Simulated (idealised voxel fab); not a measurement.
The name of this process module is voxel fin reveal.
For reference, the cross-section in this document is cut, with width 240 nm and square cells of 5 nm.
Cross-sections here: square-cell grids, written as top-down lists of bands, a band being one or more rows of cells.
Heads up on the band format: heights come first, top then bottom, in nm. After that it's the materials left to right, each with its width in nm. A single material flagged "full width" fills the whole band edge to edge, and "empty" means there's empty space there.
Height datum 0, below which the as-received substrate wafer is one material. Lowest band open at the bottom, running downward: "0..down".
A width given as "30 to 40" starts at the first number in the band's top row and ends at the second number in its bottom row, shifting by an equal amount at every step from row to row.
The designation "no change", where it is given for a processing step, indicates that no cell of the cross-section was altered in the course of that step.
The entry "Closed void listing" lists the empty spaces that cover at least 8 cells and have no open path to the top. Each is written as width x height at distance, where the distance is measured from the left edge and all three values are in nm.
after a step's settings: what the simulator itself notes on the step
Steps that use a mask can have "overlay nm" on their line. It says how far the mask sat to the right of where it was meant to be. Negative means to the left.

The steps planned for the process are as follows:
- 1: RECEIVE: material Si
- 2: CONFORMAL_DEP: material SiN, thk nm 5
- 3: PATTERN: tone cover, mask id FINS, material resist, width nm 15, pitch nm 35, thk nm 15, overlay nm 0
- 4: DIRECTIONAL_ETCH: etch materials SiN, depth nm 5
- 5: DIRECTIONAL_ETCH: etch materials Si, depth nm 35
- 6: STRIP: etch materials resist
- 7: FILL_DEP: material SiO2, thk nm 15
- 8: CMP: height nm 5
- 9: SELECTIVE_ETCH: etch materials SiO2, depth nm 15
- 10: STRIP: etch materials SiN

Wafer cross-section on receipt, i.e. after step 1:
    0..down: Si full width
    Closed void listing: none

The first of the two wafers as seen in cross-section once the module was finished; processing followed the plan:
    0..-10: empty 60  Si 15  empty 20  Si 15  empty 20  Si 15  empty 20  Si 15  empty 60
    -10..-35: SiO2 60  Si 15  SiO2 20  Si 15  SiO2 20  Si 15  SiO2 20  Si 15  SiO2 60
    -35..down: Si full width
    Closed void listing: none

Wafer two cross-section, module end. Start and plan unchanged from wafer one; one mistake made during the run:
    0..-35: empty 60  Si 15  empty 20  Si 15  empty 20  Si 15  empty 20  Si 15  empty 60
    -35..down: Si full width
    Closed void listing: none
What was done differently from what was planned? not per plan at step 7, really ran FILL_DEP: material SiN, thk nm 15
Materials where the second wafer ends with more or fewer cells than the first: 180 fewer of SiO2
